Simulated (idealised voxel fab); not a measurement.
process module | voxel capacitor over wiring
cross-section cut | 145 nm wide | cells 5 nm
A cross-section is a grid of square cells, given in bands from the top down. A band is one or more rows of cells.
Each band's line starts with the height of the band's top and of its bottom, in nm. Then come its materials from left to right, each with its width in nm. One material with "throughout" fills the band from edge to edge. "air" is empty space.
Height 0 is the level under which the wafer as received is all one material. The lowest band goes on downwards, as in "0 down".
A width such as "30 to 40" changes by the same amount from each row of cells to the next, from the band's top row to its bottom row.
"no change" after a step means that no cell of the cross-section changed.
closed voids: empty space of 8 cells or more with no open way to the top, each as width x height at its distance from the left edge, in nm
after a step's settings: what the simulator itself notes on the step
overlay nm, on a step with a mask: how far to the right of its planned place the mask lay; to the left if negative
plan
1 op RECEIVE | material Si
2 op CONFORMAL_DEP | material SiO2 | thk nm 15
3 op CONFORMAL_DEP | material SiCN | thk nm 5
4 op DIRECTIONAL_DEP | material lowk | thk nm 15
5 op PATTERN | tone open | mask id METAL_1 | material resist | width nm 25 | pitch nm 90 | thk nm 15 | overlay nm 0
6 op DIRECTIONAL_ETCH | etch materials lowk | depth nm 15
7 op DIRECTIONAL_ETCH | etch materials SiCN | depth nm 5
8 op STRIP | etch materials resist
9 op CONFORMAL_DEP | material TiN | thk nm 5
10 op FILL_DEP | material Ru | thk nm 5
11 op CMP | height nm 35
12 op EPI | material Ru | thk nm 5
13 op FILL_DEP | material SiCN | thk nm 5
14 op DIRECTIONAL_DEP | material lowk | thk nm 10
15 op MASKED_ETCH | tone open | mask id PLUG_1 | width nm 15 | etch materials lowk | depth nm 10 | overlay nm 0
16 op MASKED_ETCH | tone open | mask id PLUG_1 | width nm 15 | etch materials SiCN | depth nm 5 | overlay nm 0
17 op CONFORMAL_DEP | material TiN | thk nm 5
18 op FILL_DEP | material Ru | thk nm 5
19 op CMP | height nm 55
20 op DIRECTIONAL_DEP | material TiN | thk nm 10
21 op DIRECTIONAL_DEP | material SiN | thk nm 5
22 op DIRECTIONAL_DEP | material TiN | thk nm 5
23 op PATTERN | tone cover | mask id UPPER_PLATE | material resist | width nm 70 | thk nm 20 | overlay nm -10
24 op DIRECTIONAL_ETCH | etch materials TiN | depth nm 5
25 op DIRECTIONAL_ETCH | etch materials SiN | depth nm 5
26 op STRIP | etch materials resist
27 op MASKED_ETCH | tone cover | mask id LOWER_PLATE | width nm 80 | etch materials TiN | depth nm 10 | overlay nm 0
28 op FILL_DEP | material SiO2 | thk nm 15
29 op CMP | height nm 85
30 op PATTERN | tone open | mask id PLUG_2 | material resist | width nm 15 | thk nm 20 | overlay nm 0
31 op DIRECTIONAL_ETCH | etch materials SiO2 | depth nm 10
32 op STRIP | etch materials resist
33 op CONFORMAL_DEP | material TiN | thk nm 5
34 op FILL_DEP | material Ru | thk nm 10
35 op CMP | height nm 85
36 op CONFORMAL_DEP | material SiCN | thk nm 5
varied across the wafers: overlay nm of step 23. The plan shows the first wafer's value. All wafers start alike
first wafer as received, after step 1
  0 down: Si throughout
  closed voids: none
each wafer at the end: cells of each material gained (+) or lost (-) since it was received, then its closed voids
overlay nm -10 | +35 Ru | +89 SiCN | +14 SiN | +194 SiO2 | +81 TiN | +109 lowk | closed voids: none
overlay nm -5 | +35 Ru | +89 SiCN | +14 SiN | +195 SiO2 | +80 TiN | +109 lowk | closed voids: none
overlay nm 0 | +35 Ru | +89 SiCN | +14 SiN | +195 SiO2 | +80 TiN | +109 lowk | closed voids: none
overlay nm 5 | +35 Ru | +89 SiCN | +14 SiN | +195 SiO2 | +80 TiN | +109 lowk | closed voids: none
overlay nm 10 | +35 Ru | +89 SiCN | +14 SiN | +194 SiO2 | +81 TiN | +109 lowk | closed voids: none
overlay nm 15 | +35 Ru | +89 SiCN | +14 SiN | +193 SiO2 | +82 TiN | +109 lowk | closed voids: none
